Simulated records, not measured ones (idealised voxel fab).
process module | voxel local oxidation
cross-section cut | 240 nm wide | cells 5 nm
A cross-section is a grid of square cells, given in bands from the top down. A band is one or more rows of cells.
Each band's line starts with the height of the band's top and of its bottom, in nm. Then come its materials from left to right, each with its width in nm. One material with "throughout" fills the band from edge to edge. "air" is empty space.
Height 0 is the level under which the wafer as received is all one material. The lowest band goes on downwards, as in "0 down".
A width such as "30 to 40" changes by the same amount from each row of cells to the next, from the band's top row to its bottom row.
"no change" after a step means that no cell of the cross-section changed.
closed voids: empty space of 8 cells or more with no open way to the top, each as width x height at its distance from the left edge, in nm
after a step's settings: what the simulator itself notes on the step
overlay nm, on a step with a mask: how far to the right of its planned place the mask lay; to the left if negative
plan
1 op RECEIVE | material Si
2 op CONFORMAL_DEP | material SiO2 | thk nm 5
3 op CONFORMAL_DEP | material SiN | thk nm 10
4 op PATTERN | tone cover | mask id ACTIVE | material resist | width nm 95 | thk nm 15 | overlay nm 0
5 op DIRECTIONAL_ETCH | etch materials SiN | depth nm 10
6 op STRIP | etch materials resist
7 op SELECTIVE_ETCH | etch materials SiO2 | depth nm 5
8 op OXIDIZE | depth nm 10
9 op STRIP | etch materials SiN
as received, after step 1
  0 down: Si throughout
  closed voids: none
first wafer at the end, as planned
  5 to 0: air 75 | SiO2 85 | air 80
  0 to -10: SiO2 85 | Si 65 | SiO2 90
  -10 down: Si throughout
  closed voids: none
second wafer at the end: like start, like plan, one mistake
  0 to -10: air 85 | Si 65 | air 90
  -10 down: Si throughout
  closed voids: none
what went wrong: step 9 ran as: op STRIP | etch materials SiO2
at the end the second wafer has, in cells: 87 fewer of SiO2
